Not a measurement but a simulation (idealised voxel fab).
This section sets out a process module, namely voxel ribs on slabs.
The cross-section shown here is cut; it is 205 nm wide and divided into square cells measuring 5 nm on a side.
Think of the cross-section as a grid of square cells. We describe it in bands, top to bottom, and each band covers one or more rows of those cells. Band: top and bottom heights (nm) first, top before bottom; then materials from left to right, widths in nm. "throughout" marks a sole material filling the band edge to edge. "empty" denotes empty space. Heights are reckoned from 0. Under this level, the received wafer is all of one material. The bottommost band is open-ended downward, for example "from 0 down". Note: "30 to 40" means the width goes from the first number (top row of the band) to the second number (bottom row) in equal steps per row of cells. It should be understood that the words "remained unchanged", when stated for a given step, signify that the cross-section underwent no change in any of its cells during that step. Any empty space of 8 cells or more lacking an open way to the top shows up in "Unvented voids" as width x height at distance, distance from the left edge, in nm. Note: text after step settings on the step line = simulator remark on that step. The line of a step may include "overlay nm". On a step with a mask, this value is how far to the right of its planned place the mask lay. A negative value means the mask lay to the left. Pairs ahead. Before: cross-section ahead of one process step. After: cross-section once the step is done, shown to the lowest changed band only. Under each pair: that step, with settings. Caution: pairs may come from different runs of this module on the same starting wafer; a pair follows the pair above only where its "Pre-processing view" entry says so.
### Pre-processing view
from 0 down  Si throughout
Unvented voids: none
### Cross-Section After Step
from 25 to 0  SiO2 throughout
Whatever lies below 0 is exactly as it was before.
Unvented voids: none
Intermediate step for the cross-sections above: DIRECTIONAL_DEP with material SiO2, thk nm 25
Pre-processing view: The structure entering this step is exactly what the pair just above shows after its step.
### Cross-Section After Step
from 45 to 25  polySi throughout
Whatever lies below 25 is exactly as it was before.
Unvented voids: none
Intermediate step for the cross-sections above: DIRECTIONAL_DEP with material polySi, thk nm 20
Pre-processing view: The structure entering this step is exactly what the pair just above shows after its step.
### Cross-Section After Step
from 65 to 45  85 empty, then 30 resist, then 90 empty
Whatever lies below 45 is exactly as it was before.
Unvented voids: none
Intermediate step for the cross-sections above: PATTERN with tone cover, mask id RIB, material resist, width nm 30, thk nm 20, overlay nm 0
Pre-processing view: The structure entering this step is exactly what the pair just above shows after its step.
### Cross-Section After Step
from 65 to 45  85 empty, then 30 resist, then 90 empty
from 45 to 35  85 empty, then 30 polySi, then 90 empty
Whatever lies below 35 is exactly as it was before.
Unvented voids: none
Intermediate step for the cross-sections above: DIRECTIONAL_ETCH with etch materials polySi, depth nm 10
Pre-processing view: The structure entering this step is exactly what the pair just above shows after its step.
### Cross-Section After Step
from 45 to 35  85 empty, then 30 polySi, then 90 empty
Whatever lies below 35 is exactly as it was before.
Unvented voids: none
Intermediate step for the cross-sections above: STRIP with etch materials resist
Pre-processing view: The structure entering this step is exactly what the pair just above shows after its step.
### Cross-Section After Step
from 45 to 35  85 empty, then 30 polySi, then 90 empty
from 35 to 25  70 empty, then 60 polySi, then 75 empty
Whatever lies below 25 is exactly as it was before.
Unvented voids: none
Intermediate step for the cross-sections above: MASKED_ETCH with tone cover, mask id SLAB, width nm 60, etch materials polySi, depth nm 10, overlay nm 0
Pre-processing view: The structure entering this step is exactly what the pair just above shows after its step.
### Cross-Section After Step
from 70 to 45  SiO2 throughout
from 45 to 35  85 SiO2, then 30 polySi, then 90 SiO2
from 35 to 25  70 SiO2, then 60 polySi, then 75 SiO2
Whatever lies below 25 is exactly as it was before.
Unvented voids: none
Intermediate step for the cross-sections above: FILL_DEP with material SiO2, thk nm 25
Pre-processing view: The structure entering this step is exactly what the pair just above shows after its step.
### Cross-Section After Step
from 60 to 45  SiO2 throughout
Whatever lies below 45 is exactly as it was before.
Unvented voids: none
Intermediate step for the cross-sections above: CMP with height nm 60
Pre-processing view: The structure entering this step is exactly what the pair just above shows after its step.
### Cross-Section After Step
from 65 to 60  TiN throughout
Whatever lies below 60 is exactly as it was before.
Unvented voids: none
Intermediate step for the cross-sections above: DIRECTIONAL_DEP with material TiN, thk nm 5
Pre-processing view: The structure entering this step is exactly what the pair just above shows after its step.
### Cross-Section After Step
from 85 to 65  80 empty, then 40 resist, then 85 empty
Whatever lies below 65 is exactly as it was before.
Unvented voids: none
Intermediate step for the cross-sections above: PATTERN with tone cover, mask id HEATER, material resist, width nm 40, thk nm 20, overlay nm 0
Pre-processing view: The structure entering this step is exactly what the pair just above shows after its step.
### Cross-Section After Step
from 85 to 65  80 empty, then 40 resist, then 85 empty
from 65 to 60  80 empty, then 40 TiN, then 85 empty
Whatever lies below 60 is exactly as it was before.
Unvented voids: none
Intermediate step for the cross-sections above: DIRECTIONAL_ETCH with etch materials TiN, depth nm 5
Pre-processing view: The structure entering this step is exactly what the pair just above shows after its step.
### Cross-Section After Step
from 65 to 60  80 empty, then 40 TiN, then 85 empty
Whatever lies below 60 is exactly as it was before.
Unvented voids: none
Intermediate step for the cross-sections above: STRIP with etch materials resist
Pre-processing view: The structure entering this step is exactly what the pair just above shows after its step.
### Cross-Section After Step
from 75 to 70  70 empty, then 60 SiO2, then 75 empty
from 70 to 65  SiO2 throughout
from 65 to 60  80 SiO2, then 40 TiN, then 85 SiO2
Whatever lies below 60 is exactly as it was before.
Unvented voids: none
Intermediate step for the cross-sections above: CONFORMAL_DEP with material SiO2, thk nm 10
### Pre-processing view
from 45 to 25  polySi throughout
from 25 to 0  SiO2 throughout
from 0 down  Si throughout
Unvented voids: none
### Cross-Section After Step
from 65 to 25  polySi throughout
Whatever lies below 25 is exactly as it was before.
Unvented voids: none
Intermediate step for the cross-sections above: DIRECTIONAL_DEP with material polySi, thk nm 20
Pre-processing view: The structure entering this step is exactly what the pair just above shows after its step.
### Cross-Section After Step
from 85 to 65  85 empty, then 30 resist, then 90 empty
Whatever lies below 65 is exactly as it was before.
Unvented voids: none
Intermediate step for the cross-sections above: PATTERN with tone cover, mask id RIB, material resist, width nm 30, thk nm 20, overlay nm 0
Pre-processing view: The structure entering this step is exactly what the pair just above shows after its step.
### Cross-Section After Step
from 85 to 65  85 empty, then 30 resist, then 90 empty
from 65 to 55  85 empty, then 30 polySi, then 90 empty
Whatever lies below 55 is exactly as it was before.
Unvented voids: none
Intermediate step for the cross-sections above: DIRECTIONAL_ETCH with etch materials polySi, depth nm 10
Pre-processing view: The structure entering this step is exactly what the pair just above shows after its step.
### Cross-Section After Step
from 65 to 55  85 empty, then 30 polySi, then 90 empty
Whatever lies below 55 is exactly as it was before.
Unvented voids: none
Intermediate step for the cross-sections above: STRIP with etch materials resist
Pre-processing view: The structure entering this step is exactly what the pair just above shows after its step.
### Cross-Section After Step
from 65 to 55  85 empty, then 30 polySi, then 90 empty
from 55 to 45  70 empty, then 60 polySi, then 75 empty
Whatever lies below 45 is exactly as it was before.
Unvented voids: none
Intermediate step for the cross-sections above: MASKED_ETCH with tone cover, mask id SLAB, width nm 60, etch materials polySi, depth nm 10, overlay nm 0
Pre-processing view: The structure entering this step is exactly what the pair just above shows after its step.
### Cross-Section After Step
from 90 to 65  SiO2 throughout
from 65 to 55  85 SiO2, then 30 polySi, then 90 SiO2
from 55 to 45  70 SiO2, then 60 polySi, then 75 SiO2
Whatever lies below 45 is exactly as it was before.
Unvented voids: none
Intermediate step for the cross-sections above: FILL_DEP with material SiO2, thk nm 25
Pre-processing view: The structure entering this step is exactly what the pair just above shows after its step.
### Cross-Section After Step
from 60 to 55  85 SiO2, then 30 polySi, then 90 SiO2
Whatever lies below 55 is exactly as it was before.
Unvented voids: none
Intermediate step for the cross-sections above: CMP with height nm 60
Pre-processing view: The structure entering this step is exactly what the pair just above shows after its step.
### Cross-Section After Step
from 65 to 60  TiN throughout
Whatever lies below 60 is exactly as it was before.
Unvented voids: none
Intermediate step for the cross-sections above: DIRECTIONAL_DEP with material TiN, thk nm 5
Pre-processing view: The structure entering this step is exactly what the pair just above shows after its step.
### Cross-Section After Step
from 85 to 65  80 empty, then 40 resist, then 85 empty
Whatever lies below 65 is exactly as it was before.
Unvented voids: none
Intermediate step for the cross-sections above: PATTERN with tone cover, mask id HEATER, material resist, width nm 40, thk nm 20, overlay nm 0
Pre-processing view: The structure entering this step is exactly what the pair just above shows after its step.
### Cross-Section After Step
from 85 to 65  80 empty, then 40 resist, then 85 empty
from 65 to 60  80 empty, then 40 TiN, then 85 empty
Whatever lies below 60 is exactly as it was before.
Unvented voids: none
Intermediate step for the cross-sections above: DIRECTIONAL_ETCH with etch materials TiN, depth nm 5
Pre-processing view: The structure entering this step is exactly what the pair just above shows after its step.
### Cross-Section After Step
from 65 to 60  80 empty, then 40 TiN, then 85 empty
Whatever lies below 60 is exactly as it was before.
Unvented voids: none
Intermediate step for the cross-sections above: STRIP with etch materials resist
Pre-processing view: The structure entering this step is exactly what the pair just above shows after its step.
### Cross-Section After Step
from 75 to 70  70 empty, then 60 SiO2, then 75 empty
from 70 to 65  SiO2 throughout
from 65 to 60  80 SiO2, then 40 TiN, then 85 SiO2
Whatever lies below 60 is exactly as it was before.
Unvented voids: none
Intermediate step for the cross-sections above: CONFORMAL_DEP with material SiO2, thk nm 10
### Pre-processing view
from 0 down  Si throughout
Unvented voids: none
### Cross-Section After Step
from 20 to 0  polySi throughout
Whatever lies below 0 is exactly as it was before.
Unvented voids: none
Intermediate step for the cross-sections above: DIRECTIONAL_DEP with material polySi, thk nm 20
Pre-processing view: The structure entering this step is exactly what the pair just above shows after its step.
### Cross-Section After Step
from 45 to 20  SiO2 throughout
Whatever lies below 20 is exactly as it was before.
Unvented voids: none
Intermediate step for the cross-sections above: DIRECTIONAL_DEP with material SiO2, thk nm 25
Pre-processing view: The structure entering this step is exactly what the pair just above shows after its step.
### Cross-Section After Step
from 65 to 45  85 empty, then 30 resist, then 90 empty
Whatever lies below 45 is exactly as it was before.
Unvented voids: none
Intermediate step for the cross-sections above: PATTERN with tone cover, mask id RIB, material resist, width nm 30, thk nm 20, overlay nm 0
Pre-processing view: The structure entering this step is exactly what the pair just above shows after its step.
### Cross-Section After Step
from 45 to 20  SiO2 throughout
Whatever lies below 20 is exactly as it was before.
Unvented voids: none
Intermediate step for the cross-sections above: STRIP with etch materials resist
Pre-processing view: The structure entering this step is exactly what the pair just above shows after its step.
### Cross-Section After Step
from 70 to 20  SiO2 throughout
Whatever lies below 20 is exactly as it was before.
Unvented voids: none
Intermediate step for the cross-sections above: FILL_DEP with material SiO2, thk nm 25
Pre-processing view: The structure entering this step is exactly what the pair just above shows after its step.
### Cross-Section After Step
from 60 to 20  SiO2 throughout
Whatever lies below 20 is exactly as it was before.
Unvented voids: none
Intermediate step for the cross-sections above: CMP with height nm 60
Pre-processing view: The structure entering this step is exactly what the pair just above shows after its step.
### Cross-Section After Step
from 65 to 60  TiN throughout
Whatever lies below 60 is exactly as it was before.
Unvented voids: none
Intermediate step for the cross-sections above: DIRECTIONAL_DEP with material TiN, thk nm 5
Pre-processing view: The structure entering this step is exactly what the pair just above shows after its step.
### Cross-Section After Step
from 85 to 65  80 empty, then 40 resist, then 85 empty
Whatever lies below 65 is exactly as it was before.
Unvented voids: none
Intermediate step for the cross-sections above: PATTERN with tone cover, mask id HEATER, material resist, width nm 40, thk nm 20, overlay nm 0
Pre-processing view: The structure entering this step is exactly what the pair just above shows after its step.
### Cross-Section After Step
from 85 to 65  80 empty, then 40 resist, then 85 empty
from 65 to 60  80 empty, then 40 TiN, then 85 empty
Whatever lies below 60 is exactly as it was before.
Unvented voids: none
Intermediate step for the cross-sections above: DIRECTIONAL_ETCH with etch materials TiN, depth nm 5
Pre-processing view: The structure entering this step is exactly what the pair just above shows after its step.
### Cross-Section After Step
from 65 to 60  80 empty, then 40 TiN, then 85 empty
Whatever lies below 60 is exactly as it was before.
Unvented voids: none
Intermediate step for the cross-sections above: STRIP with etch materials resist
Pre-processing view: The structure entering this step is exactly what the pair just above shows after its step.
### Cross-Section After Step
from 75 to 70  70 empty, then 60 SiO2, then 75 empty
from 70 to 65  SiO2 throughout
from 65 to 60  80 SiO2, then 40 TiN, then 85 SiO2
Whatever lies below 60 is exactly as it was before.
Unvented voids: none
Intermediate step for the cross-sections above: CONFORMAL_DEP with material SiO2, thk nm 10
### Pre-processing view
from 70 to 45  SiO2 throughout
from 45 to 35  85 SiO2, then 30 polySi, then 90 SiO2
from 35 to 25  70 SiO2, then 60 polySi, then 75 SiO2
from 25 to 0  SiO2 throughout
from 0 down  Si throughout
Unvented voids: none
### Cross-Section After Step
from 55 to 45  SiO2 throughout
Whatever lies below 45 is exactly as it was before.
Unvented voids: none
Intermediate step for the cross-sections above: CMP with height nm 55
Pre-processing view: The structure entering this step is exactly what the pair just above shows after its step.
### Cross-Section After Step
from 60 to 55  TiN throughout
Whatever lies below 55 is exactly as it was before.
Unvented voids: none
Intermediate step for the cross-sections above: DIRECTIONAL_DEP with material TiN, thk nm 5
Pre-processing view: The structure entering this step is exactly what the pair just above shows after its step.
### Cross-Section After Step
from 80 to 60  80 empty, then 40 resist, then 85 empty
Whatever lies below 60 is exactly as it was before.
Unvented voids: none
Intermediate step for the cross-sections above: PATTERN with tone cover, mask id HEATER, material resist, width nm 40, thk nm 20, overlay nm 0
Pre-processing view: The structure entering this step is exactly what the pair just above shows after its step.
### Cross-Section After Step
from 80 to 60  80 empty, then 40 resist, then 85 empty
from 60 to 55  80 empty, then 40 TiN, then 85 empty
Whatever lies below 55 is exactly as it was before.
Unvented voids: none
Intermediate step for the cross-sections above: DIRECTIONAL_ETCH with etch materials TiN, depth nm 5
Pre-processing view: The structure entering this step is exactly what the pair just above shows after its step.
### Cross-Section After Step
from 60 to 55  80 empty, then 40 TiN, then 85 empty
Whatever lies below 55 is exactly as it was before.
Unvented voids: none
Intermediate step for the cross-sections above: STRIP with etch materials resist
Pre-processing view: The structure entering this step is exactly what the pair just above shows after its step.
### Cross-Section After Step
from 70 to 65  70 empty, then 60 SiO2, then 75 empty
from 65 to 60  SiO2 throughout
from 60 to 55  80 SiO2, then 40 TiN, then 85 SiO2
Whatever lies below 55 is exactly as it was before.
Unvented voids: none
Intermediate step for the cross-sections above: CONFORMAL_DEP with material SiO2, thk nm 10
### Pre-processing view
from 45 to 35  85 empty, then 30 polySi, then 90 empty
from 35 to 25  polySi throughout
from 25 to 0  SiO2 throughout
from 0 down  Si throughout
Unvented voids: none
### Cross-Section After Step
from 45 to 35  85 empty, then 30 polySi, then 90 empty
from 35 to 25  70 empty, then 65 polySi, then 70 empty
Whatever lies below 25 is exactly as it was before.
Unvented voids: none
Intermediate step for the cross-sections above: MASKED_ETCH with tone cover, mask id SLAB, width nm 65, etch materials polySi, depth nm 10, overlay nm 0
Pre-processing view: The structure entering this step is exactly what the pair just above shows after its step.
### Cross-Section After Step
from 70 to 45  SiO2 throughout
from 45 to 35  85 SiO2, then 30 polySi, then 90 SiO2
from 35 to 25  70 SiO2, then 65 polySi, then 70 SiO2
Whatever lies below 25 is exactly as it was before.
Unvented voids: none
Intermediate step for the cross-sections above: FILL_DEP with material SiO2, thk nm 25
Pre-processing view: The structure entering this step is exactly what the pair just above shows after its step.
### Cross-Section After Step
from 60 to 45  SiO2 throughout
Whatever lies below 45 is exactly as it was before.
Unvented voids: none
Intermediate step for the cross-sections above: CMP with height nm 60
Pre-processing view: The structure entering this step is exactly what the pair just above shows after its step.
### Cross-Section After Step
from 65 to 60  TiN throughout
Whatever lies below 60 is exactly as it was before.
Unvented voids: none
Intermediate step for the cross-sections above: DIRECTIONAL_DEP with material TiN, thk nm 5
Pre-processing view: The structure entering this step is exactly what the pair just above shows after its step.
### Cross-Section After Step
from 85 to 65  80 empty, then 40 resist, then 85 empty
Whatever lies below 65 is exactly as it was before.
Unvented voids: none
Intermediate step for the cross-sections above: PATTERN with tone cover, mask id HEATER, material resist, width nm 40, thk nm 20, overlay nm 0
Pre-processing view: The structure entering this step is exactly what the pair just above shows after its step.
### Cross-Section After Step
from 85 to 65  80 empty, then 40 resist, then 85 empty
from 65 to 60  80 empty, then 40 TiN, then 85 empty
Whatever lies below 60 is exactly as it was before.
Unvented voids: none
Intermediate step for the cross-sections above: DIRECTIONAL_ETCH with etch materials TiN, depth nm 5
Pre-processing view: The structure entering this step is exactly what the pair just above shows after its step.
### Cross-Section After Step
from 65 to 60  80 empty, then 40 TiN, then 85 empty
Whatever lies below 60 is exactly as it was before.
Unvented voids: none
Intermediate step for the cross-sections above: STRIP with etch materials resist
Pre-processing view: The structure entering this step is exactly what the pair just above shows after its step.
### Cross-Section After Step
from 75 to 70  70 empty, then 60 SiO2, then 75 empty
from 70 to 65  SiO2 throughout
from 65 to 60  80 SiO2, then 40 TiN, then 85 SiO2
Whatever lies below 60 is exactly as it was before.
Unvented voids: none
Intermediate step for the cross-sections above: CONFORMAL_DEP with material SiO2, thk nm 10
### Pre-processing view
from 45 to 25  polySi throughout
from 25 to 0  SiO2 throughout
from 0 down  Si throughout
Unvented voids: none
### Cross-Section After Step
from 65 to 45  95 empty, then 30 resist, then 80 empty
Whatever lies below 45 is exactly as it was before.
Unvented voids: none
Intermediate step for the cross-sections above: PATTERN with tone cover, mask id RIB, material resist, width nm 30, thk nm 20, overlay nm 10
Pre-processing view: The structure entering this step is exactly what the pair just above shows after its step.
### Cross-Section After Step
from 65 to 45  95 empty, then 30 resist, then 80 empty
from 45 to 35  95 empty, then 30 polySi, then 80 empty
Whatever lies below 35 is exactly as it was before.
Unvented voids: none
Intermediate step for the cross-sections above: DIRECTIONAL_ETCH with etch materials polySi, depth nm 10
Pre-processing view: The structure entering this step is exactly what the pair just above shows after its step.
### Cross-Section After Step
from 45 to 35  95 empty, then 30 polySi, then 80 empty
Whatever lies below 35 is exactly as it was before.
Unvented voids: none
Intermediate step for the cross-sections above: STRIP with etch materials resist
Pre-processing view: The structure entering this step is exactly what the pair just above shows after its step.
### Cross-Section After Step
from 45 to 35  95 empty, then 30 polySi, then 80 empty
from 35 to 25  70 empty, then 60 polySi, then 75 empty
Whatever lies below 25 is exactly as it was before.
Unvented voids: none
Intermediate step for the cross-sections above: MASKED_ETCH with tone cover, mask id SLAB, width nm 60, etch materials polySi, depth nm 10, overlay nm 0
Pre-processing view: The structure entering this step is exactly what the pair just above shows after its step.
### Cross-Section After Step
from 70 to 45  SiO2 throughout
from 45 to 35  95 SiO2, then 30 polySi, then 80 SiO2
from 35 to 25  70 SiO2, then 60 polySi, then 75 SiO2
Whatever lies below 25 is exactly as it was before.
Unvented voids: none
Intermediate step for the cross-sections above: FILL_DEP with material SiO2, thk nm 25
Pre-processing view: The structure entering this step is exactly what the pair just above shows after its step.
### Cross-Section After Step
from 60 to 45  SiO2 throughout
Whatever lies below 45 is exactly as it was before.
Unvented voids: none
Intermediate step for the cross-sections above: CMP with height nm 60
Pre-processing view: The structure entering this step is exactly what the pair just above shows after its step.
### Cross-Section After Step
from 65 to 60  TiN throughout
Whatever lies below 60 is exactly as it was before.
Unvented voids: none
Intermediate step for the cross-sections above: DIRECTIONAL_DEP with material TiN, thk nm 5
Pre-processing view: The structure entering this step is exactly what the pair just above shows after its step.
### Cross-Section After Step
from 85 to 65  80 empty, then 40 resist, then 85 empty
Whatever lies below 65 is exactly as it was before.
Unvented voids: none
Intermediate step for the cross-sections above: PATTERN with tone cover, mask id HEATER, material resist, width nm 40, thk nm 20, overlay nm 0
Pre-processing view: The structure entering this step is exactly what the pair just above shows after its step.
### Cross-Section After Step
from 85 to 65  80 empty, then 40 resist, then 85 empty
from 65 to 60  80 empty, then 40 TiN, then 85 empty
Whatever lies below 60 is exactly as it was before.
Unvented voids: none
Intermediate step for the cross-sections above: DIRECTIONAL_ETCH with etch materials TiN, depth nm 5
Pre-processing view: The structure entering this step is exactly what the pair just above shows after its step.
### Cross-Section After Step
from 65 to 60  80 empty, then 40 TiN, then 85 empty
Whatever lies below 60 is exactly as it was before.
Unvented voids: none
Intermediate step for the cross-sections above: STRIP with etch materials resist
Pre-processing view: The structure entering this step is exactly what the pair just above shows after its step.
### Cross-Section After Step
from 75 to 70  70 empty, then 60 SiO2, then 75 empty
from 70 to 65  SiO2 throughout
from 65 to 60  80 SiO2, then 40 TiN, then 85 SiO2
Whatever lies below 60 is exactly as it was before.
Unvented voids: none
Intermediate step for the cross-sections above: CONFORMAL_DEP with material SiO2, thk nm 10
### Pre-processing view
from 45 to 35  85 empty, then 30 polySi, then 90 empty
from 35 to 25  70 empty, then 60 polySi, then 75 empty
from 25 to 0  SiO2 throughout
from 0 down  Si throughout
Unvented voids: none
### Cross-Section After Step
from 70 to 45  TiN throughout
from 45 to 35  85 TiN, then 30 polySi, then 90 TiN
from 35 to 25  70 TiN, then 60 polySi, then 75 TiN
Whatever lies below 25 is exactly as it was before.
Unvented voids: none
Intermediate step for the cross-sections above: FILL_DEP with material TiN, thk nm 25
Pre-processing view: The structure entering this step is exactly what the pair just above shows after its step.
### Cross-Section After Step
from 60 to 45  TiN throughout
Whatever lies below 45 is exactly as it was before.
Unvented voids: none
Intermediate step for the cross-sections above: CMP with height nm 60
Pre-processing view: The structure entering this step is exactly what the pair just above shows after its step.
### Cross-Section After Step
from 65 to 45  TiN throughout
Whatever lies below 45 is exactly as it was before.
Unvented voids: none
Intermediate step for the cross-sections above: DIRECTIONAL_DEP with material TiN, thk nm 5
Pre-processing view: The structure entering this step is exactly what the pair just above shows after its step.
### Cross-Section After Step
from 85 to 65  80 empty, then 40 resist, then 85 empty
Whatever lies below 65 is exactly as it was before.
Unvented voids: none
Intermediate step for the cross-sections above: PATTERN with tone cover, mask id HEATER, material resist, width nm 40, thk nm 20, overlay nm 0
Pre-processing view: The structure entering this step is exactly what the pair just above shows after its step.
### Cross-Section After Step
from 85 to 65  80 empty, then 40 resist, then 85 empty
from 65 to 60  80 empty, then 40 TiN, then 85 empty
Whatever lies below 60 is exactly as it was before.
Unvented voids: none
Intermediate step for the cross-sections above: DIRECTIONAL_ETCH with etch materials TiN, depth nm 5
Pre-processing view: The structure entering this step is exactly what the pair just above shows after its step.
### Cross-Section After Step
from 65 to 60  80 empty, then 40 TiN, then 85 empty
Whatever lies below 60 is exactly as it was before.
Unvented voids: none
Intermediate step for the cross-sections above: STRIP with etch materials resist
Pre-processing view: The structure entering this step is exactly what the pair just above shows after its step.
### Cross-Section After Step
from 75 to 70  70 empty, then 60 SiO2, then 75 empty
from 70 to 65  SiO2 throughout
from 65 to 60  80 SiO2, then 40 TiN, then 85 SiO2
Whatever lies below 60 is exactly as it was before.
Unvented voids: none
Intermediate step for the cross-sections above: CONFORMAL_DEP with material SiO2, thk nm 10
### Pre-processing view
from 45 to 25  polySi throughout
from 25 to 0  SiO2 throughout
from 0 down  Si throughout
Unvented voids: none
### Cross-Section After Step
from 65 to 45  85 resist, then 30 empty, then 90 resist
Whatever lies below 45 is exactly as it was before.
Unvented voids: none
Intermediate step for the cross-sections above: PATTERN with tone open, mask id RIB, material resist, width nm 30, thk nm 20, overlay nm 0
Pre-processing view: The structure entering this step is exactly what the pair just above shows after its step.
### Cross-Section After Step
from 65 to 45  85 resist, then 30 empty, then 90 resist
from 45 to 35  85 polySi, then 30 empty, then 90 polySi
Whatever lies below 35 is exactly as it was before.
Unvented voids: none
Intermediate step for the cross-sections above: DIRECTIONAL_ETCH with etch materials polySi, depth nm 10
Pre-processing view: The structure entering this step is exactly what the pair just above shows after its step.
### Cross-Section After Step
from 45 to 35  85 polySi, then 30 empty, then 90 polySi
Whatever lies below 35 is exactly as it was before.
Unvented voids: none
Intermediate step for the cross-sections above: STRIP with etch materials resist
Pre-processing view: The structure entering this step is exactly what the pair just above shows after its step.
### Cross-Section After Step
from 45 to 35  70 empty, then 15 polySi, then 30 empty, then 15 polySi, then 75 empty
Whatever lies below 35 is exactly as it was before.
Unvented voids: none
Intermediate step for the cross-sections above: MASKED_ETCH with tone cover, mask id SLAB, width nm 60, etch materials polySi, depth nm 10, overlay nm 0
Pre-processing view: The structure entering this step is exactly what the pair just above shows after its step.
### Cross-Section After Step
from 70 to 45  SiO2 throughout
from 45 to 35  70 SiO2, then 15 polySi, then 30 SiO2, then 15 polySi, then 75 SiO2
Whatever lies below 35 is exactly as it was before.
Unvented voids: none
Intermediate step for the cross-sections above: FILL_DEP with material SiO2, thk nm 25
Pre-processing view: The structure entering this step is exactly what the pair just above shows after its step.
### Cross-Section After Step
from 60 to 45  SiO2 throughout
Whatever lies below 45 is exactly as it was before.
Unvented voids: none
Intermediate step for the cross-sections above: CMP with height nm 60
Pre-processing view: The structure entering this step is exactly what the pair just above shows after its step.
### Cross-Section After Step
from 65 to 60  TiN throughout
Whatever lies below 60 is exactly as it was before.
Unvented voids: none
Intermediate step for the cross-sections above: DIRECTIONAL_DEP with material TiN, thk nm 5
Pre-processing view: The structure entering this step is exactly what the pair just above shows after its step.
### Cross-Section After Step
from 85 to 65  80 empty, then 40 resist, then 85 empty
Whatever lies below 65 is exactly as it was before.
Unvented voids: none
Intermediate step for the cross-sections above: PATTERN with tone cover, mask id HEATER, material resist, width nm 40, thk nm 20, overlay nm 0
Pre-processing view: The structure entering this step is exactly what the pair just above shows after its step.
### Cross-Section After Step
from 85 to 65  80 empty, then 40 resist, then 85 empty
from 65 to 60  80 empty, then 40 TiN, then 85 empty
Whatever lies below 60 is exactly as it was before.
Unvented voids: none
Intermediate step for the cross-sections above: DIRECTIONAL_ETCH with etch materials TiN, depth nm 5
Pre-processing view: The structure entering this step is exactly what the pair just above shows after its step.
### Cross-Section After Step
from 65 to 60  80 empty, then 40 TiN, then 85 empty
Whatever lies below 60 is exactly as it was before.
Unvented voids: none
Intermediate step for the cross-sections above: STRIP with etch materials resist
Pre-processing view: The structure entering this step is exactly what the pair just above shows after its step.
### Cross-Section After Step
from 75 to 70  70 empty, then 60 SiO2, then 75 empty
from 70 to 65  SiO2 throughout
from 65 to 60  80 SiO2, then 40 TiN, then 85 SiO2
Whatever lies below 60 is exactly as it was before.
Unvented voids: none
Intermediate step for the cross-sections above: CONFORMAL_DEP with material SiO2, thk nm 10
